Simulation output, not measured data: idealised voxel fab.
This section sets out a process module, namely voxel wiring stack.
It is cross-section cut that appears here, measuring 260 nm in width, its square cells being 5 nm in size.
For the purposes of this document, a cross-section shall be understood as a grid of square cells, specified as bands listed in top-to-bottom order, each band consisting of one or more rows of cells. Look at the band entry: it leads with the top's height and the bottom's height in nm. Then it lists the materials left to right, with a width in nm for each. The word "all across" on a single material says that material fills the band edge to edge. The word "blank" is empty space. Heights are reckoned from 0. Under this level, the received wafer is all of one material. The bottommost band is open-ended downward, for example "0 -> down". You'd read "30..40" like this: the band's top row of cells is as wide as the first number, its bottom row is as wide as the second, and going down, every row changes width by the same amount as the row before did. "identical to before", as given for a step, is the statement that not any cell of the cross-section underwent a change during that step. Empty spaces counting at least 8 cells and having no open way to the top are listed in "Unvented internal voids". The notation width x height at distance is used for each, the distance being from the left edge and all three values in nm. What comes after the settings on a step's line is commentary from the simulator itself on that step. The optional step-line setting "overlay nm" applies to steps with a mask and quantifies how far to the right of its planned location the mask lay, a negative value indicating leftward placement.
[The planned process steps are enumerated hereunder]
- 1: RECEIVE (material Si)
- 2: CONFORMAL_DEP (material SiO2; thk nm 15)
- 3: DIRECTIONAL_DEP (material TiN; thk nm 5)
- 4: DIRECTIONAL_DEP (material Ru; thk nm 25)
- 5: PATTERN (tone cover; mask id METAL_1; material resist; width nm 30; pitch nm 45; thk nm 15; overlay nm 0)
- 6: DIRECTIONAL_ETCH (etch materials Ru; depth nm 25)
- 7: DIRECTIONAL_ETCH (etch materials TiN; depth nm 5)
- 8: STRIP (etch materials resist)
- 9: CONFORMAL_DEP (material SiCN; thk nm 5)
- 10: FILL_DEP (material SiO2; thk nm 5)
- 11: CMP (height nm 45)
- 12: CONFORMAL_DEP (material SiCN; thk nm 5)
- 13: DIRECTIONAL_DEP (material lowk; thk nm 20)
- 14: MASKED_ETCH (tone open; mask id PLUG_1; width nm 15; pitch nm 90; etch materials lowk; depth nm 20; overlay nm 0)
- 15: MASKED_ETCH (tone open; mask id PLUG_1; width nm 15; pitch nm 90; etch materials SiCN; depth nm 5; overlay nm 0)
- 16: EPI (material Ru; thk nm 10)
- 17: EPI (material Ru; thk nm 10)
- 18: EPI (material Ru; thk nm 5)
- 19: CONFORMAL_DEP (material SiN; thk nm 5)
- 20: DIRECTIONAL_DEP (material SiO2; thk nm 25)
- 21: DIRECTIONAL_DEP (material aC; thk nm 15)
- 22: PATTERN (tone open; mask id METAL_2; material resist; width nm 30; pitch nm 45; thk nm 35; overlay nm 0)
- 23: DIRECTIONAL_ETCH (etch materials aC; depth nm 15)
- 24: STRIP (etch materials resist)
- 25: DIRECTIONAL_ETCH (etch materials SiO2; depth nm 25)
- 26: DIRECTIONAL_ETCH (etch materials SiN; depth nm 5)
- 27: STRIP (etch materials aC)
- 28: CONFORMAL_DEP (material TiN; thk nm 5)
- 29: FILL_DEP (material Ru; thk nm 10)
- 30: CMP (height nm 100)
- 31: EPI (material Ru; thk nm 5)
- 32: FILL_DEP (material SiCN; thk nm 5)
- 33: DIRECTIONAL_DEP (material lowk; thk nm 25)
- 34: PATTERN (tone open; mask id METAL_3; material resist; width nm 30; pitch nm 45; thk nm 20; overlay nm 0)
- 35: DIRECTIONAL_ETCH (etch materials lowk; depth nm 15)
- 36: STRIP (etch materials resist)
- 37: DIRECTIONAL_DEP (material aC; thk nm 15)
- 38: PATTERN (tone open; mask id METAL_3_HOLES; material resist; width nm 15; pitch nm 45; thk nm 30; overlay nm 0)
- 39: DIRECTIONAL_ETCH (etch materials aC; depth nm 15)
- 40: STRIP (etch materials resist)
- 41: DIRECTIONAL_ETCH (etch materials lowk; depth nm 10)
- 42: DIRECTIONAL_ETCH (etch materials SiCN; depth nm 5)
- 43: STRIP (etch materials aC)
- 44: CONFORMAL_DEP (material TiN; thk nm 5)
- 45: FILL_DEP (material Cu; thk nm 5)
- 46: CMP (height nm 135)
- 47: CONFORMAL_DEP (material SiN; thk nm 5)
[Received-state cross-section, reflecting completion of step 1]
    0 -> down = Si all across
    Unvented internal voids: none
[Sectioned view, first of two wafers, at the close of the module, processed as intended in the plan]
    140 -> 135 = SiN all across
    135 -> 125 = 70 of lowk; 5 of TiN; 20 of Cu; 5 of TiN; 15 of lowk; 5 of TiN; 20 of Cu; 5 of TiN; 15 of lowk; 5 of TiN; 20 of Cu; 5 of TiN; 70 of lowk
    125 -> 120 = 70 of lowk; 5 of TiN; 5 of Cu; 20 of TiN; 15 of lowk; 5 of TiN; 5 of Cu; 20 of TiN; 15 of lowk; 5 of TiN; 5 of Cu; 20 of TiN; 70 of lowk
    120 -> 110 = 70 of lowk; 5 of TiN; 5 of Cu; 5 of TiN; 30 of lowk; 5 of TiN; 5 of Cu; 5 of TiN; 30 of lowk; 5 of TiN; 5 of Cu; 5 of TiN; 85 of lowk
    110 -> 105 = 70 of SiCN; 15 of TiN; 30 of SiCN; 15 of TiN; 30 of SiCN; 15 of TiN; 85 of SiCN
    105 -> 100 = 65 of SiCN; 40 of Ru; 5 of SiCN; 40 of Ru; 5 of SiCN; 40 of Ru; 65 of SiCN
    100 -> 75 = 70 of SiO2; 5 of TiN; 20 of Ru; 5 of TiN; 15 of SiO2; 5 of TiN; 20 of Ru; 5 of TiN; 15 of SiO2; 5 of TiN; 20 of Ru; 5 of TiN; 70 of SiO2
    75 -> 70 = 70 of SiN; 30 of TiN; 15 of SiN; 30 of TiN; 15 of SiN; 30 of TiN; 70 of SiN
    70 -> 50 = 70 of lowk; 15 of Ru; 75 of lowk; 15 of Ru; 85 of lowk
    50 -> 45 = 70 of SiCN; 15 of Ru; 75 of SiCN; 15 of Ru; 85 of SiCN
    45 -> 20 = 65 of SiO2; 5 of SiCN; 30 of Ru; 5 of SiCN; 5 of SiO2; 5 of SiCN; 30 of Ru; 5 of SiCN; 5 of SiO2; 5 of SiCN; 30 of Ru; 5 of SiCN; 65 of SiO2
    20 -> 15 = 70 of SiCN; 30 of TiN; 15 of SiCN; 30 of TiN; 15 of SiCN; 30 of TiN; 70 of SiCN
    15 -> 0 = SiO2 all across
    0 -> down = Si all across
    Unvented internal voids: none
[Wafer two (of two), end-of-module cross-section: start = wafer one, plan = wafer one, one run mistake]
    140 -> 135 = SiN all across
    135 -> 125 = 70 of lowk; 5 of TiN; 20 of Cu; 5 of TiN; 15 of lowk; 5 of TiN; 20 of Cu; 5 of TiN; 15 of lowk; 5 of TiN; 20 of Cu; 5 of TiN; 70 of lowk
    125 -> 120 = 70 of lowk; 5 of TiN; 5 of Cu; 20 of TiN; 15 of lowk; 5 of TiN; 5 of Cu; 20 of TiN; 15 of lowk; 5 of TiN; 5 of Cu; 20 of TiN; 70 of lowk
    120 -> 110 = 70 of lowk; 5 of TiN; 5 of Cu; 5 of TiN; 30 of lowk; 5 of TiN; 5 of Cu; 5 of TiN; 30 of lowk; 5 of TiN; 5 of Cu; 5 of TiN; 85 of lowk
    110 -> 105 = 70 of SiCN; 15 of TiN; 30 of SiCN; 15 of TiN; 30 of SiCN; 15 of TiN; 85 of SiCN
    105 -> 100 = 65 of SiCN; 40 of Ru; 5 of SiCN; 40 of Ru; 5 of SiCN; 40 of Ru; 65 of SiCN
    100 -> 75 = 70 of SiO2; 5 of TiN; 20 of Ru; 5 of TiN; 15 of SiO2; 5 of TiN; 20 of Ru; 5 of TiN; 15 of SiO2; 5 of TiN; 20 of Ru; 5 of TiN; 70 of SiO2
    75 -> 70 = 70 of SiN; 30 of TiN; 15 of SiN; 30 of TiN; 15 of SiN; 30 of TiN; 70 of SiN
    70 -> 50 = 70 of lowk; 15 of Ru; 75 of lowk; 15 of Ru; 85 of lowk
    50 -> 45 = 70 of SiCN; 15 of Ru; 75 of SiCN; 15 of Ru; 85 of SiCN
    45 -> 40 = 70 of SiCN; 30 of TiN; 15 of SiCN; 30 of TiN; 15 of SiCN; 30 of TiN; 70 of SiCN
    40 -> 15 = Ru all across
    15 -> 0 = SiO2 all across
    0 -> down = Si all across
    Unvented internal voids: none
The plan and the run diverged here: note: step 3 <-> step 4, run order reversed vs plan
Counted in cells at the end, the second wafer holds more or fewer of these materials than the first: Ru: 170 more, SiCN: 30 fewer, SiO2: 140 fewer
